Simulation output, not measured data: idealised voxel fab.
Process module under the name voxel self aligned contacts
We display cut, a cross-section 300 nm in width whose square cells are each 5 nm.
Bands, listed from the top down, are how a cross-section gets written in this document; the cross-section itself is a grid of square cells, and a band is one or more rows of them. For a band, the entry starts with two heights in nm, that of the top and then that of the bottom, and carries on with the band's materials in order from left to right, each alongside its width in nm; the word "full width" beside a single material means it fills the band edge to edge, and "blank" means empty space. Zero point of the height axis is 0; under it, received wafer = one material. Lowest band: continues down indefinitely, "0 down". Width: "30 to 40" (first number = top row, second number = bottom row, same change from row to row of cells). Given "no alteration" for a step, no cell of the cross-section differs between before and after that step. In the "Voids lacking openings" entry, you get each enclosed empty space of 8 cells or more, one with no open way to the top, written width x height at distance, distance from the left edge, in nm. It should be noted that, on the line of a given step, the content following the step's settings is a remark produced by the simulator itself with respect to that step. The "overlay nm" setting may appear on a step's line; for a step that uses a mask, it gives how far to the right of its planned position the mask lay, and a negative value indicates the left.
## List of planned process steps
1: RECEIVE: material Si
2: OXIDIZE: depth nm 5
3: DIRECTIONAL_DEP: material polySi, thk nm 25
4: DIRECTIONAL_DEP: material SiN, thk nm 25
5: DIRECTIONAL_DEP: material aC, thk nm 10
6: PATTERN: tone cover, mask id GATE, material resist, width nm 35, pitch nm 80, thk nm 25, overlay nm 0
7: DIRECTIONAL_ETCH: etch materials aC, depth nm 10
8: STRIP: etch materials resist
9: DIRECTIONAL_ETCH: etch materials SiN, depth nm 25
10: DIRECTIONAL_ETCH: etch materials polySi, depth nm 25
11: STRIP: etch materials aC
12: CONFORMAL_DEP: material SiN, thk nm 10
13: DIRECTIONAL_ETCH: etch materials SiN, depth nm 10
14: FILL_DEP: material SiO2, thk nm 15
15: CMP: height nm 60
16: DIRECTIONAL_DEP: material aC, thk nm 10
17: PATTERN: tone open, mask id CONTACT, material resist, width nm 65, pitch nm 80, thk nm 25, overlay nm 0
18: DIRECTIONAL_ETCH: etch materials aC, depth nm 10
19: STRIP: etch materials resist
20: DIRECTIONAL_ETCH: etch materials SiO2, depth nm 65
21: STRIP: etch materials aC
22: CONFORMAL_DEP: material TiN, thk nm 5
23: FILL_DEP: material Ru, thk nm 10
24: CMP: height nm 60
25: CONFORMAL_DEP: material SiN, thk nm 5
## Shown in cross-section is the wafer as received, that is, as it stands after step 1
> 0 down: Si full width
> Voids lacking openings: none
## Here's the wafer cut in cross-section after the module, started and planned just like above, except one thing was done wrong in the run
> 65 to 60: SiN full width
> 60 to 50: 75 SiO2 / 5 to 30 TiN / 55 to 5 Ru / 5 to 30 TiN / 15 SiO2 / 5 to 30 TiN / 55 to 5 Ru / 5 to 30 TiN / 80 SiO2
> 50 to 25: 35 SiO2 / 65 SiN / 5 TiN / 5 Ru / 5 TiN / 65 SiN / 5 TiN / 5 Ru / 5 TiN / 65 SiN / 40 SiO2
> 25 to 0: 35 SiO2 / 10 SiN / 45 polySi / 10 SiN / 5 TiN / 5 Ru / 5 TiN / 10 SiN / 45 polySi / 10 SiN / 5 TiN / 5 Ru / 5 TiN / 10 SiN / 45 polySi / 10 SiN / 40 SiO2
> 0 to -5: 100 SiO2 / 15 TiN / 65 SiO2 / 15 TiN / 105 SiO2
> -5 down: Si full width
> Voids lacking openings: none
Error vs. plan: step 6 off recipe, ran as PATTERN: tone cover, mask id GATE, material resist, width nm 45, pitch nm 80, thk nm 25, overlay nm 0
